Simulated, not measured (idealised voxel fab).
The name of this process module is voxel gate over fins.
Xsec cut, 175 nm wide, square cell size 5 nm.
Notation: cross-section as square-cell grid; stated in bands, top first, going down; one or more cell rows per band. First you get the band's top height and its bottom height, in nm, and then the materials it's made of, left to right, with each width in nm. If you see a single material with "full width", that one covers the band edge to edge. "empty" is empty space. Height 0 is the level under which the wafer as received is all one material. The lowest band goes on downwards, as in "0 nm and below". A two-number width, for instance "30..40", indicates that the width is equal to the first number in the top row of the band and to the second number in the bottom row, and that it changes by a constant amount per row of cells. Take "nothing changed" at face value: in the step it is given for, the cross-section changed in none of its cells. This entry, "Fully sealed cavities", enumerates those empty regions of no fewer than 8 cells that possess no open connection to the top. Each region is reported in the form width x height at distance, the distance being taken from the left edge, with all three quantities expressed in nm. Post-settings text on a step line: simulator's own remark regarding the step. overlay nm: step with mask; distance mask lay right of planned place; negative value = left of planned place.
The process steps that were planned are listed below
| 1 | op RECEIVE | material Si |
| 2 | op CONFORMAL_DEP | material SiN | thk nm 10 |
| 3 | op MASKED_ETCH | tone cover | mask id FINS | width nm 15 | pitch nm 35 | etch materials SiN | depth nm 10 | overlay nm 0 |
| 4 | op MASKED_ETCH | tone cover | mask id FINS | width nm 15 | pitch nm 35 | etch materials Si | depth nm 35 | overlay nm 0 |
| 5 | op OXIDIZE | depth nm 5 |
| 6 | op FILL_DEP | material SiO2 | thk nm 15 |
| 7 | op CMP | height nm 10 |
| 8 | op SELECTIVE_ETCH | etch materials SiO2 | depth nm 20 |
| 9 | op STRIP | etch materials SiN |
| 10 | op CONFORMAL_DEP | material HfO2 | thk nm 5 |
| 11 | op CONFORMAL_DEP | material TiN | thk nm 5 |
| 12 | op FILL_DEP | material W | thk nm 10 |
| 13 | op CMP | height nm 15 |
| 14 | op CONFORMAL_DEP | material SiN | thk nm 10 |
Incoming wafer, cross-sectional view, post step 1
  0 nm and below  Si full width
  Fully sealed cavities: none
Cross-sectional result after module completion. Note: starting condition and plan are unchanged from above; one processing mistake was made
  25 nm to 15 nm  SiN full width
  15 nm to 10 nm  HfO2 full width
  10 nm to 5 nm  20 nm HfO2 | 25 nm TiN | 10 nm HfO2 | 25 nm TiN | 10 nm HfO2 | 25 nm TiN | 10 nm HfO2 | 25 nm TiN | 25 nm HfO2
  5 nm to 0 nm  20 nm HfO2 | 5 nm TiN | 15 nm HfO2 | 5 nm TiN | 10 nm HfO2 | 5 nm TiN | 15 nm HfO2 | 5 nm TiN | 10 nm HfO2 | 5 nm TiN | 15 nm HfO2 | 5 nm TiN | 10 nm HfO2 | 5 nm TiN | 15 nm HfO2 | 5 nm TiN | 25 nm HfO2
  0 nm to -5 nm  25 nm TiN | 5 nm HfO2 | 5 nm Si | 5 nm HfO2 | 20 nm TiN | 5 nm HfO2 | 5 nm Si | 5 nm HfO2 | 20 nm TiN | 5 nm HfO2 | 5 nm Si | 5 nm HfO2 | 20 nm TiN | 5 nm HfO2 | 5 nm Si | 5 nm HfO2 | 30 nm TiN
  -5 nm to -10 nm  30 nm HfO2 | 5 nm Si | 30 nm HfO2 | 5 nm Si | 30 nm HfO2 | 5 nm Si | 30 nm HfO2 | 5 nm Si | 35 nm HfO2
  -10 nm to -40 nm  30 nm SiO2 | 5 nm Si | 30 nm SiO2 | 5 nm Si | 30 nm SiO2 | 5 nm Si | 30 nm SiO2 | 5 nm Si | 35 nm SiO2
  -40 nm and below  Si full width
  Fully sealed cavities: none
What broke from the plan during processing? in deviation from the planned setting, step 12 was conducted as op FILL_DEP | material HfO2 | thk nm 10
